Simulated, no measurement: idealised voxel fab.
process module | voxel self aligned vias
cross-section cut | 260 nm wide | cells 5 nm
A cross-section is a grid of square cells, given in bands from the top down. A band is one or more rows of cells.
Each band's line starts with the height of the band's top and of its bottom, in nm. Then come its materials from left to right, each with its width in nm. One material with "throughout" fills the band from edge to edge. "air" is empty space.
Height 0 is the level under which the wafer as received is all one material. The lowest band goes on downwards, as in "0 down".
A width such as "30 to 40" changes by the same amount from each row of cells to the next, from the band's top row to its bottom row.
"no change" after a step means that no cell of the cross-section changed.
closed voids: empty space of 8 cells or more with no open way to the top, each as width x height at its distance from the left edge, in nm
after a step's settings: what the simulator itself notes on the step
overlay nm, on a step with a mask: how far to the right of its planned place the mask lay; to the left if negative
plan
1 op RECEIVE | material Si
2 op CONFORMAL_DEP | material SiO2 | thk nm 10
3 op CONFORMAL_DEP | material SiCN | thk nm 5
4 op DIRECTIONAL_DEP | material SiO2 | thk nm 30
5 op MASKED_ETCH | tone open | mask id LINES | width nm 20 | pitch nm 55 | etch materials SiO2 | depth nm 30 | overlay nm 0
6 op CONFORMAL_DEP | material TiN | thk nm 5
7 op FILL_DEP | material Ru | thk nm 5
8 op CMP | height nm 45
9 op SELECTIVE_ETCH | etch materials W Ru TiN | depth nm 5
10 op FILL_DEP | material SiN | thk nm 5
11 op CMP | height nm 45
12 op DIRECTIONAL_DEP | material SiO2 | thk nm 15
13 op MASKED_ETCH | tone open | mask id VIAS | width nm 30 | pitch nm 55 | etch materials SiO2 | depth nm 15 | overlay nm 0
14 op MASKED_ETCH | tone open | mask id VIAS | width nm 30 | pitch nm 55 | etch materials SiN | depth nm 5 | overlay nm -15
15 op CONFORMAL_DEP | material TiN | thk nm 5
16 op FILL_DEP | material Cu | thk nm 10
17 op CMP | height nm 60
18 op CONFORMAL_DEP | material SiN | thk nm 5
varied across the wafers: overlay nm of step 14. The plan shows the first wafer's value. All wafers start alike
first wafer as received, after step 1
  0 down: Si throughout
  closed voids: none
each wafer at the end: cells of each material gained (+) or lost (-) since it was received, then its closed voids
overlay nm -15 | +24 Cu | +24 Ru | +52 SiCN | +58 SiN | +446 SiO2 | +72 TiN | closed voids: none
overlay nm -10 | +27 Cu | +24 Ru | +52 SiCN | +55 SiN | +446 SiO2 | +72 TiN | closed voids: none
overlay nm -5 | +30 Cu | +24 Ru | +52 SiCN | +52 SiN | +446 SiO2 | +72 TiN | closed voids: none
overlay nm 0 | +30 Cu | +24 Ru | +52 SiCN | +52 SiN | +446 SiO2 | +72 TiN | closed voids: none
overlay nm 5 | +30 Cu | +24 Ru | +52 SiCN | +52 SiN | +446 SiO2 | +72 TiN | closed voids: none
overlay nm 10 | +27 Cu | +24 Ru | +52 SiCN | +55 SiN | +446 SiO2 | +72 TiN | closed voids: none
overlay nm 15 | +24 Cu | +24 Ru | +52 SiCN | +58 SiN | +446 SiO2 | +72 TiN | closed voids: none
